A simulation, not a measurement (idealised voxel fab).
The following is a process module called voxel self aligned contacts.
Displayed cross-section: cut, width of 230 nm, square cells sized 5 nm.
A cross-section in this document is a grid of square cells, and it is written down as bands, the top band listed before the ones below it; a band is made up of one or more rows of cells.
What a band's entry tells you: where the top is and where the bottom is, as heights in nm, and after that what lies inside, material by material from left to right, each with its width in nm. Empty space is written as the word "blank", and a single material marked with the word "full width" occupies the band from edge to edge.
Zero point of the height axis is 0; under it, received wafer = one material. Lowest band: continues down indefinitely, "top 0, no bottom".
Quick explanation for "30 to 40": the width changes in equal steps down the rows of cells, from the first number in the band's top row to the second number in its bottom row.
A step reported as "identical to before" is a step in which no cell of the cross-section changed.
Each empty space that has no open way to the top and spans at least 8 cells appears under "Closed cavities" as width x height at distance, the distance counted from the left edge, all in nm.
Past the settings on a step's line: simulator remark, on that step.
overlay nm: where the mask lay relative to plan, measured to the right, on steps with a mask; negatives go left.

This section lists the process steps that were planned:
| 1 | RECEIVE (material Si) |
| 2 | OXIDIZE (depth nm 5) |
| 3 | DIRECTIONAL_DEP (material polySi; thk nm 20) |
| 4 | DIRECTIONAL_DEP (material SiN; thk nm 25) |
| 5 | PATTERN (tone cover; mask id GATE; material resist; width nm 35; pitch nm 70; thk nm 15; overlay nm 0) |
| 6 | DIRECTIONAL_ETCH (etch materials SiN; depth nm 25) |
| 7 | DIRECTIONAL_ETCH (etch materials polySi; depth nm 20) |
| 8 | STRIP (etch materials resist) |
| 9 | CONFORMAL_DEP (material SiN; thk nm 10) |
| 10 | DIRECTIONAL_ETCH (etch materials SiN; depth nm 10) |
| 11 | FILL_DEP (material SiO2; thk nm 10) |
| 12 | CMP (height nm 50) |
| 13 | DIRECTIONAL_DEP (material aC; thk nm 15) |
| 14 | PATTERN (tone open; mask id CONTACT; material resist; width nm 55; pitch nm 70; thk nm 35; overlay nm 0) |
| 15 | DIRECTIONAL_ETCH (etch materials aC; depth nm 15) |
| 16 | STRIP (etch materials resist) |
| 17 | DIRECTIONAL_ETCH (etch materials SiO2; depth nm 55) |
| 18 | STRIP (etch materials aC) |
| 19 | CONFORMAL_DEP (material TiN; thk nm 5) |
| 20 | FILL_DEP (material W; thk nm 5) |
| 21 | CMP (height nm 50) |
| 22 | CONFORMAL_DEP (material SiN; thk nm 5) |

This is the cross-section of the wafer as we received it, i.e. after step 1:
top 0, no bottom | Si full width
Closed cavities: none

What the wafer looks like in cross-section after this module, when it starts as shown above and follows the plan above but one mistake is made in running it:
top 55, bottom 50 | SiN full width
top 50, bottom 45 | SiO2=15; SiN=55; TiN=15; SiN=55; TiN=15; SiN=55; SiO2=20
top 45, bottom 20 | SiN full width
top 20, bottom 0 | polySi full width
top 0, bottom -5 | SiO2 full width
top -5, no bottom | Si full width
Closed cavities: none
The mistake made against the process plan was this: step 4 of the plan was carried out twice
